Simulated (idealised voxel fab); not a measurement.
process module | voxel lift off
cross-section cut | 140 nm wide | cells 5 nm
A cross-section is a grid of square cells, given in bands from the top down. A band is one or more rows of cells.
Each band's line starts with the height of the band's top and of its bottom, in nm. Then come its materials from left to right, each with its width in nm. One material with "throughout" fills the band from edge to edge. "air" is empty space.
Height 0 is the level under which the wafer as received is all one material. The lowest band goes on downwards, as in "0 down".
A width such as "30 to 40" changes by the same amount from each row of cells to the next, from the band's top row to its bottom row.
"no change" after a step means that no cell of the cross-section changed.
closed voids: empty space of 8 cells or more with no open way to the top, each as width x height at its distance from the left edge, in nm
after a step's settings: what the simulator itself notes on the step
overlay nm, on a step with a mask: how far to the right of its planned place the mask lay; to the left if negative
plan
1 op RECEIVE | material Si
2 op CONFORMAL_DEP | material Al2O3 | thk nm 10
3 op PATTERN | tone open | mask id LINES | material resist | width nm 25 | pitch nm 40 | thk nm 20 | overlay nm 0
4 op DIRECTIONAL_DEP | material Ru | thk nm 10
5 op STRIP | etch materials resist
6 op CONFORMAL_DEP | material SiO2 | thk nm 10
as received, after step 1
  0 down: Si throughout
  closed voids: none
first wafer at the end, as planned
  30 to 20: air 5 | SiO2 125 | air 10
  20 to 10: SiO2 15 | Ru 25 | SiO2 15 | Ru 25 | SiO2 15 | Ru 25 | SiO2 20
  10 to 0: Al2O3 throughout
  0 down: Si throughout
  closed voids: none
second wafer at the end: like start, like plan, one mistake
  30 to 20: air 5 | SiO2 125 | air 10
  20 to 10: SiO2 15 | Ru 25 | SiO2 15 | Ru 25 | SiO2 15 | Ru 25 | SiO2 20
  10 to 0: Ru throughout
  0 down: Si throughout
  closed voids: none
what went wrong: step 2 ran as: op CONFORMAL_DEP | material Ru | thk nm 10
at the end the second wafer has, in cells: 56 fewer of Al2O3 | 56 more of Ru
